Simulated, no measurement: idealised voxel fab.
Module name: voxel plated lines (process module)
Cross-sectional view cut (width: 240 nm; square cell size: 5 nm).
The cross-sections in this document take the form of a grid made of square cells. They are written out as bands, in order from top to bottom. Each band consists of one or more rows of cells. Per band: top height and bottom height in nm, followed by the left-to-right materials and their widths in nm; "everywhere" marks a single material spanning edge to edge, "empty" marks empty space. Where do heights start? At 0: under that level the wafer as delivered is made of one material only. And the lowest band has no floor; it just carries on downward, as in "0 and below". It should be noted that a width expressed as "30->40" varies in equal increments from row to row of cells within the band, taking the value of the first number at the top row and that of the second number at the bottom row. "remained the same" -> step changed no cross-section cell. Empty spaces without an open route to the top, at least 8 cells in extent, make up the entry "Cavities, sealed"; each is given as width x height at distance, where the distance is measured from the left edge, and all are in nm. If you see something after the settings on a step's line, that's the simulator's own remark about that step. On any step carrying a mask, the "overlay nm" setting, if present on the step's line, tells how far right of its planned place the mask lay; negative values point to the left.

# Here's what the planned process steps look like
1) RECEIVE with material Si
2) CONFORMAL_DEP with material SiO2, thk nm 5
3) DIRECTIONAL_DEP with material TiN, thk nm 5
4) PATTERN with tone open, mask id LINES, material resist, width nm 30, pitch nm 45, thk nm 35, overlay nm 0
5) EPI with material Ru, thk nm 10
6) EPI with material Ru, thk nm 10
7) EPI with material Ru, thk nm 10
8) STRIP with etch materials resist
9) DIRECTIONAL_ETCH with etch materials TiN, depth nm 5
10) CONFORMAL_DEP with material SiCN, thk nm 5

# As received (post step 1): cross-section
    0 and below | Si everywhere
    Cavities, sealed: none

# Cross-sectional result after module completion. Note: starting condition and plan are unchanged from above; one processing mistake was made
    55 down to 50 | empty 50 nm; SiCN 140 nm; empty 50 nm
    50 down to 40 | empty 50 nm; SiCN 5->10 nm; Ru 40->30 nm; SiCN 5->15 nm; Ru 40->30 nm; SiCN 5->15 nm; Ru 40->30 nm; SiCN 5->10 nm; empty 50 nm
    40 down to 15 | empty 55 nm; SiCN 5 nm; Ru 30 nm; SiCN 5 nm; empty 5 nm; SiCN 5 nm; Ru 30 nm; SiCN 5 nm; empty 5 nm; SiCN 5 nm; Ru 30 nm; SiCN 5 nm; empty 55 nm
    15 down to 10 | empty 50 nm; SiCN 10 nm; Ru 30 nm; SiCN 15 nm; Ru 30 nm; SiCN 15 nm; Ru 30 nm; SiCN 10 nm; empty 50 nm
    10 down to 5 | SiCN 55 nm; TiN 40 nm; SiCN 5 nm; TiN 40 nm; SiCN 5 nm; TiN 40 nm; SiCN 55 nm
    5 down to 0 | SiO2 everywhere
    0 and below | Si everywhere
    Cavities, sealed: none
Short version of what went wrong: which of the identical steps 5, 6 and 7 was run twice cannot be determined, only that one of them was
